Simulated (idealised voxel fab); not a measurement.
Process module, titled voxel double patterning
In the cross-section labelled cut, the width is 190 nm and each square cell is 5 nm.
A cross-section is a grid of square cells, given in bands from the top down. A band is one or more rows of cells.
This entry defines a band. It first specifies the height of the band's top and the height of its bottom in nm, and then specifies the band's materials from left to right, stating each material with its width in nm. The word "edge to edge" identifies a single material that fills the band from edge to edge, while the word "blank" identifies empty space.
Below 0: as-received wafer, all one material; heights counted from there. Lowest band: no bottom, goes on down, written "0..down".
Think of "30..40" as a width that walks from the first number to the second as you go down the band, top row to bottom row, taking equal-sized steps from row to row.
What does "everything unchanged" mean for a step? It means no cell of the cross-section changed in that step.
"Voids, sealed" lists enclosed empty spaces (at least 8 cells, no open path upward to the top), each as width x height at distance from the left edge, in nm.
Text after the settings on a step's line: the simulator's own remark on that step.
The setting "overlay nm" may be written on the line of a step. When the step uses a mask, the value reports how far to the right of the planned place the mask lay, and a negative value reports that it lay to the left.

# Process steps foreseen in the plan
1: RECEIVE with material Si
2: CONFORMAL_DEP with material SiO2, thk nm 5
3: DIRECTIONAL_DEP with material W, thk nm 10
4: DIRECTIONAL_DEP with material SiN, thk nm 5
5: DIRECTIONAL_DEP with material aC, thk nm 15
6: PATTERN with tone open, mask id FIRST, material resist, width nm 15, pitch nm 50, thk nm 30, overlay nm 0
7: DIRECTIONAL_ETCH with etch materials aC, depth nm 15
8: STRIP with etch materials resist
9: DIRECTIONAL_ETCH with etch materials SiN, depth nm 5
10: STRIP with etch materials aC
11: PATTERN with tone open, mask id SECOND, material resist, width nm 15, pitch nm 50, thk nm 20, overlay nm 0
12: DIRECTIONAL_ETCH with etch materials SiN, depth nm 5
13: STRIP with etch materials resist
14: DIRECTIONAL_ETCH with etch materials W, depth nm 10
15: STRIP with etch materials SiN

# The cross-section here shows the wafer as received, i.e. in its state after step 1
    0..down = Si edge to edge
    Voids, sealed: none

# The cross-section shown corresponds to the wafer at the conclusion of the module. The initial structure and the process plan are those presented above; however, one mistake occurred in executing the plan
    25..15 = 35 W; 15 blank; 10 W; 15 blank; 10 W; 15 blank; 10 W; 15 blank; 10 W; 15 blank; 40 W
    15..0 = SiO2 edge to edge
    0..down = Si edge to edge
    Voids, sealed: none
Misprocessing identified: step 2, actual vs plan mismatch, actual run CONFORMAL_DEP with material SiO2, thk nm 15
